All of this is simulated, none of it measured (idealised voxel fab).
Proc. module: voxel lift off
Square cells of 5 nm make up the cross-section cut, whose width is 205 nm.
Just so we're on the same page, the cross-sections are grids of square cells, and they're listed out in bands top to bottom, each band one or more rows deep.
Quick guide to a band line: top height, bottom height (nm) up front; then every material left to right with its width in nm. Only one material and it's marked "everywhere"? Then it fills the band edge to edge. And "empty" just means empty space.
The reference from which all heights are counted is 0, the level beneath which the as-received wafer is entirely one material; the lowest band, having no lower bound, proceeds downward and is written after the example "0 down".
Width spec "30 to 40" -> top row of cells at first value, bottom row at second value, equal per-row change in between.
"nothing altered" for a step: no cell of the cross-section changed in that step.
Enclosed voids (no open way to top), threshold 8 cells or more, entry "Closed internal cavities", notation width x height at distance, distance from left edge, nm.
Whatever follows a step's settings on its line is a remark the simulator itself makes about that step.
The "overlay nm" setting may appear on a step's line; for a step that uses a mask, it gives how far to the right of its planned position the mask lay, and a negative value indicates the left.

**Steps planned for the process**
- 1: RECEIVE, material Si
- 2: CONFORMAL_DEP, material Al2O3, thk nm 5
- 3: PATTERN, tone open, mask id LINES, material resist, width nm 25, pitch nm 50, thk nm 20, overlay nm 0
- 4: DIRECTIONAL_DEP, material Ru, thk nm 5
- 5: STRIP, etch materials resist
- 6: CONFORMAL_DEP, material SiN, thk nm 10
The wafers in this document start out alike and differ in the thk nm applied at step 2; the plan shows the value used for the first wafer.

**Received wafers, first of several: cross-section after step 1**
    0 down: Si everywhere
    Closed internal cavities: none

**First wafer of several, cross-section, module end, after step 6 (last)**
    20 to 15: 55 of empty, 45 of SiN, 5 of empty, 45 of SiN, 55 of empty
    15 to 10: SiN everywhere
    10 to 5: 65 of SiN, 25 of Ru, 25 of SiN, 25 of Ru, 65 of SiN
    5 to 0: Al2O3 everywhere
    0 down: Si everywhere
    Closed internal cavities: none

**End of module: cross-section, last of several wafers**
    45 to 40: 55 of empty, 45 of SiN, 5 of empty, 45 of SiN, 55 of empty
    40 to 35: SiN everywhere
    35 to 30: 65 of SiN, 25 of Ru, 25 of SiN, 25 of Ru, 65 of SiN
    30 to 0: Al2O3 everywhere
    0 down: Si everywhere
    Closed internal cavities: none

**Note: the following table is arranged by wafer, a row apiece. Each row reports the end-of-module state: per material, cells gained (+) or cells lost (-) compared with the wafer as received; closed voids follow**
thk nm 5 | +41 Al2O3 | +10 Ru | +90 SiN | Closed internal cavities: none
thk nm 10 | +82 Al2O3 | +10 Ru | +90 SiN | Closed internal cavities: none
thk nm 15 | +123 Al2O3 | +10 Ru | +90 SiN | Closed internal cavities: none
thk nm 20 | +164 Al2O3 | +10 Ru | +90 SiN | Closed internal cavities: none
thk nm 25 | +205 Al2O3 | +10 Ru | +90 SiN | Closed internal cavities: none
thk nm 30 | +246 Al2O3 | +10 Ru | +90 SiN | Closed internal cavities: none
